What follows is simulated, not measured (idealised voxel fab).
The process module that follows is named voxel spacer lines.
This is section cut - it's 210 nm across, gridded in 5 nm square cells.
In this document a cross-section is written as a grid of square cells. It is given as a series of bands, listed from the top down, and a band is one or more rows of cells.
It is stipulated that each band's entry specify, in nanometres, the height of the top of the band and then that of its bottom, followed by the materials of the band in left-to-right sequence, each together with its width in nanometres. A single material marked by the word "edge to edge" is understood to fill the band from edge to edge; the word "blank" is understood to denote empty space.
Height is counted from the level 0, under which the received wafer is composed throughout of one material. The lowest of the bands is not closed at the bottom but continues downward, in the notation "0 and below".
Read "30 to 40" as a graded width: first number on top, second number at the bottom, same change between each pair of neighbouring rows.
Take "all unchanged" at face value: in the step it is given for, the cross-section changed in none of its cells.
Voids not open to the top, 8 cells minimum: see "Enclosed cavity list". Written width x height at distance; distance is from the left edge; nm.
Anything after a step's settings on that line? It's the simulator's own note about the step.
You can add "overlay nm" to a step's line. For a step with a mask, it describes how far the mask lay to the right of its planned position, and a negative number describes a lay to the left.

## The process steps that were planned are listed below
1: RECEIVE (material Si)
2: CONFORMAL_DEP (material Al2O3; thk nm 10)
3: DIRECTIONAL_DEP (material W; thk nm 15)
4: DIRECTIONAL_DEP (material aC; thk nm 30)
5: PATTERN (tone cover; mask id MANDREL; material resist; width nm 20; pitch nm 70; thk nm 35; overlay nm 0)
6: DIRECTIONAL_ETCH (etch materials aC; depth nm 30)
7: STRIP (etch materials resist)
8: CONFORMAL_DEP (material SiO2; thk nm 15)
9: DIRECTIONAL_ETCH (etch materials SiO2; depth nm 15)
10: STRIP (etch materials aC)
11: DIRECTIONAL_ETCH (etch materials W; depth nm 15)
12: STRIP (etch materials SiO2)
13: FILL_DEP (material lowk; thk nm 10)
14: CMP (height nm 25)

## Incoming wafer in cross-section (state: after step 1)
    0 and below: Si edge to edge
    Enclosed cavity list: none

## End-of-module cross-section. Starting structure and process plan as above; one mistake made in running it
    25 down to 15: Al2O3 edge to edge
    15 down to 0: W edge to edge
    0 and below: Si edge to edge
    Enclosed cavity list: none
Short version of what went wrong: steps 2 and 3 traded places in the executed sequence
